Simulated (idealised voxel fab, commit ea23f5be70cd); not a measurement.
process module | voxel self aligned vias
For reference, the cross-section in this document is cut, with width 145 nm and square cells of 5 nm.
Notation: cross-section as square-cell grid; stated in bands, top first, going down; one or more cell rows per band.
Read a band's entry like this: the first values are the height of its top and the height of its bottom in nm, and what follows is the sequence of materials from left to right, each with its width in nm. Note that "blank" is empty space, and that a single material marked "throughout" reaches across the band from edge to edge.
Where do heights start? At 0: under that level the wafer as delivered is made of one material only. And the lowest band has no floor; it just carries on downward, as in "0..down".
Read "30..40" as a graded width: first number on top, second number at the bottom, same change between each pair of neighbouring rows.
"nothing changed" for a step: no cell of the cross-section changed in that step.
Closed-off voids of 8+ cells (no open route to the top) go in "Voids, fully enclosed", written width x height at distance from the left edge, in nm.
If you see something after the settings on a step's line, that's the simulator's own remark about that step.
overlay nm: mask offset rightward from planned place, masked step; negative means leftward offset.

# So here's the lineup of process steps we planned
1. RECEIVE | material Si
2. CONFORMAL_DEP | material SiO2 | thk nm 10
3. CONFORMAL_DEP | material SiCN | thk nm 5
4. DIRECTIONAL_DEP | material SiO2 | thk nm 30
5. MASKED_ETCH | tone open | mask id LINES | width nm 30 | pitch nm 55 | etch materials SiO2 | depth nm 30 | overlay nm 0
6. CONFORMAL_DEP | material TiN | thk nm 5
7. FILL_DEP | material W | thk nm 5
8. CMP | height nm 45
9. SELECTIVE_ETCH | etch materials W Ru TiN | depth nm 5
10. FILL_DEP | material SiN | thk nm 5
11. CMP | height nm 45
12. DIRECTIONAL_DEP | material SiO2 | thk nm 15
13. MASKED_ETCH | tone open | mask id VIAS | width nm 40 | etch materials SiO2 | depth nm 15 | overlay nm 0
14. MASKED_ETCH | tone open | mask id VIAS | width nm 40 | etch materials SiN | depth nm 5 | overlay nm 0
15. CONFORMAL_DEP | material TiN | thk nm 5
16. FILL_DEP | material Ru | thk nm 5
17. CMP | height nm 60
18. CONFORMAL_DEP | material SiN | thk nm 5
All wafers enter the flow in the same state. The thk nm at step 6 differs from wafer to wafer, and the plan gives the value for the first wafer.

# Cross-section of the first incoming wafer of several, state after step 1
0..down: Si throughout
Voids, fully enclosed: none

# Shown in cross-section: the first of several wafers at the end of the module, after its last step, step 18
65..60: SiN throughout
60..50: 25 SiO2 / 5 TiN / 30 Ru / 5 TiN / 80 SiO2
50..45: 25 SiO2 / 10 TiN / 20 Ru / 10 TiN / 80 SiO2
45..40: 30 SiO2 / 30 TiN / 25 SiO2 / 30 SiN / 30 SiO2
40..20: 30 SiO2 / 5 TiN / 20 W / 5 TiN / 25 SiO2 / 5 TiN / 20 W / 5 TiN / 30 SiO2
20..15: 30 SiO2 / 30 TiN / 25 SiO2 / 30 TiN / 30 SiO2
15..10: SiCN throughout
10..0: SiO2 throughout
0..down: Si throughout
Voids, fully enclosed: none

# Cross-section of the last wafer at end of module
65..60: SiN throughout
60..50: 25 SiO2 / 5 TiN / 30 Ru / 5 TiN / 80 SiO2
50..45: 25 SiO2 / 10 TiN / 20 Ru / 10 TiN / 80 SiO2
45..40: 30 SiO2 / 30 TiN / 25 SiO2 / 30 SiN / 30 SiO2
40..15: 30 SiO2 / 30 TiN / 25 SiO2 / 30 TiN / 30 SiO2
15..10: SiCN throughout
10..0: SiO2 throughout
0..down: Si throughout
Voids, fully enclosed: none

# So in this table every wafer gets its own row, and what you see is where it stands at the end of the module: for each material, how many cells it picked up (+) or gave up (-) since we received it, and after that its closed voids
thk nm 5 | +16 Ru | +29 SiCN | +35 SiN | +223 SiO2 | +42 TiN | +32 W | Voids, fully enclosed: none
thk nm 10 | +16 Ru | +29 SiCN | +35 SiN | +223 SiO2 | +62 TiN | +12 W | Voids, fully enclosed: none
thk nm 15 | +16 Ru | +29 SiCN | +35 SiN | +223 SiO2 | +74 TiN | Voids, fully enclosed: none
thk nm 20 | +16 Ru | +29 SiCN | +35 SiN | +223 SiO2 | +74 TiN | Voids, fully enclosed: none
